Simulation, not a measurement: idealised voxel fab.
Process module in this document: voxel gate over fins
Each square cell in cross-section cut measures 5 nm, and the section as a whole is 175 nm wide.
Each cross-section below is a grid of square cells, stated as bands in top-down order, with one or more rows of cells making up each band. Band: top height; bottom height; in nm. Then, left to right: material with width in nm, for each material. "full width": a single material spanning edge to edge. "blank": empty space. Below 0: as-received wafer, all one material; heights counted from there. Lowest band: no bottom, goes on down, written "0 nm and below". Think of "30 to 40" as a width that walks from the first number to the second as you go down the band, top row to bottom row, taking equal-sized steps from row to row. "nothing changed" for a step: no cell of the cross-section changed in that step. The entry "Fully closed voids" lists the empty spaces that cover at least 8 cells and have no open path to the top. Each is written as width x height at distance, where the distance is measured from the left edge and all three values are in nm. Anything after a step's settings on that line? It's the simulator's own note about the step. Each step line may optionally specify "overlay nm", which for a step with a mask gives the rightward distance between the mask's planned place and where it lay, a negative value indicating the leftward direction.
[The process steps that were planned are listed below]
1,RECEIVE with material Si
2,CONFORMAL_DEP with material SiN, thk nm 5
3,DIRECTIONAL_DEP with material aC, thk nm 10
4,PATTERN with tone cover, mask id FINS, material resist, width nm 15, pitch nm 40, thk nm 25, overlay nm 0
5,DIRECTIONAL_ETCH with etch materials aC, depth nm 10
6,STRIP with etch materials resist
7,DIRECTIONAL_ETCH with etch materials SiN, depth nm 5
8,DIRECTIONAL_ETCH with etch materials Si, depth nm 40
9,STRIP with etch materials aC
10,FILL_DEP with material SiO2, thk nm 5
11,CMP with height nm 5
12,SELECTIVE_ETCH with etch materials SiO2, depth nm 20
13,STRIP with etch materials SiN
14,CONFORMAL_DEP with material HfO2, thk nm 5
15,CONFORMAL_DEP with material TiN, thk nm 5
16,FILL_DEP with material W, thk nm 15
17,CMP with height nm 20
18,CONFORMAL_DEP with material SiN, thk nm 5
[Shown in cross-section is the wafer as received, that is, as it stands after step 1]
    0 nm and below  Si full width
    Fully closed voids: none
[Here's the wafer cut in cross-section after the module, started and planned just like above, except one thing was done wrong in the run]
    25 nm to 20 nm  SiN full width
    20 nm to 10 nm  W full width
    10 nm to 5 nm  10 of W; 35 of TiN; 5 of W; 35 of TiN; 5 of W; 35 of TiN; 5 of W; 35 of TiN; 10 of W
    5 nm to 0 nm  10 of W; 5 of TiN; 25 of SiO2; 5 of TiN; 5 of W; 5 of TiN; 25 of SiO2; 5 of TiN; 5 of W; 5 of TiN; 25 of SiO2; 5 of TiN; 5 of W; 5 of TiN; 25 of SiO2; 5 of TiN; 10 of W
    0 nm to -5 nm  10 of W; 5 of TiN; 5 of SiO2; 15 of Si; 5 of SiO2; 5 of TiN; 5 of W; 5 of TiN; 5 of SiO2; 15 of Si; 5 of SiO2; 5 of TiN; 5 of W; 5 of TiN; 5 of SiO2; 15 of Si; 5 of SiO2; 5 of TiN; 5 of W; 5 of TiN; 5 of SiO2; 15 of Si; 5 of SiO2; 5 of TiN; 10 of W
    -5 nm to -10 nm  15 of TiN; 5 of SiO2; 15 of Si; 5 of SiO2; 15 of TiN; 5 of SiO2; 15 of Si; 5 of SiO2; 15 of TiN; 5 of SiO2; 15 of Si; 5 of SiO2; 15 of TiN; 5 of SiO2; 15 of Si; 5 of SiO2; 15 of TiN
    -10 nm to -40 nm  20 of SiO2; 15 of Si; 25 of SiO2; 15 of Si; 25 of SiO2; 15 of Si; 25 of SiO2; 15 of Si; 20 of SiO2
    -40 nm and below  Si full width
    Fully closed voids: none
What was the processing mistake? step 14 deviated from plan and actually ran as CONFORMAL_DEP with material SiO2, thk nm 5
